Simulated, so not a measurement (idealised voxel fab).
process module | voxel quadruple lines
cross-section cut | 200 nm wide | cells 5 nm
A cross-section is a grid of square cells, given in bands from the top down. A band is one or more rows of cells.
Each band's line starts with the height of the band's top and of its bottom, in nm. Then come its materials from left to right, each with its width in nm. One material with "throughout" fills the band from edge to edge. "air" is empty space.
Height 0 is the level under which the wafer as received is all one material. The lowest band goes on downwards, as in "0 down".
A width such as "30 to 40" changes by the same amount from each row of cells to the next, from the band's top row to its bottom row.
"no change" after a step means that no cell of the cross-section changed.
closed voids: empty space of 8 cells or more with no open way to the top, each as width x height at its distance from the left edge, in nm
after a step's settings: what the simulator itself notes on the step
overlay nm, on a step with a mask: how far to the right of its planned place the mask lay; to the left if negative
plan
1 op RECEIVE | material Si
2 op CONFORMAL_DEP | material Al2O3 | thk nm 10
3 op DIRECTIONAL_DEP | material TiN | thk nm 10
4 op DIRECTIONAL_DEP | material polySi | thk nm 15
5 op DIRECTIONAL_DEP | material aC | thk nm 20
6 op PATTERN | tone cover | mask id MANDREL | material resist | width nm 30 | thk nm 30 | overlay nm 0
7 op DIRECTIONAL_ETCH | etch materials aC | depth nm 20
8 op STRIP | etch materials resist
9 op CONFORMAL_DEP | material SiO2 | thk nm 10
10 op DIRECTIONAL_ETCH | etch materials SiO2 | depth nm 10
11 op STRIP | etch materials aC
12 op DIRECTIONAL_ETCH | etch materials polySi | depth nm 15
13 op STRIP | etch materials SiO2
14 op CONFORMAL_DEP | material SiCN | thk nm 10
15 op DIRECTIONAL_ETCH | etch materials SiCN | depth nm 10
16 op STRIP | etch materials polySi
17 op DIRECTIONAL_ETCH | etch materials TiN | depth nm 10
18 op STRIP | etch materials SiCN
as received, after step 1
  0 down: Si throughout
  closed voids: none
first wafer at the end, as planned
  20 to 10: air 65 | TiN 10 | air 10 | TiN 10 | air 10 | TiN 10 | air 10 | TiN 10 | air 65
  10 to 0: Al2O3 throughout
  0 down: Si throughout
  closed voids: none
second wafer at the end: like start, like plan, one mistake
  25 to 10: polySi throughout
  10 to 0: Al2O3 throughout
  0 down: Si throughout
  closed voids: none
what went wrong: steps 3 and 4 were swapped
at the end the second wafer has, in cells: 16 fewer of TiN | 120 more of polySi
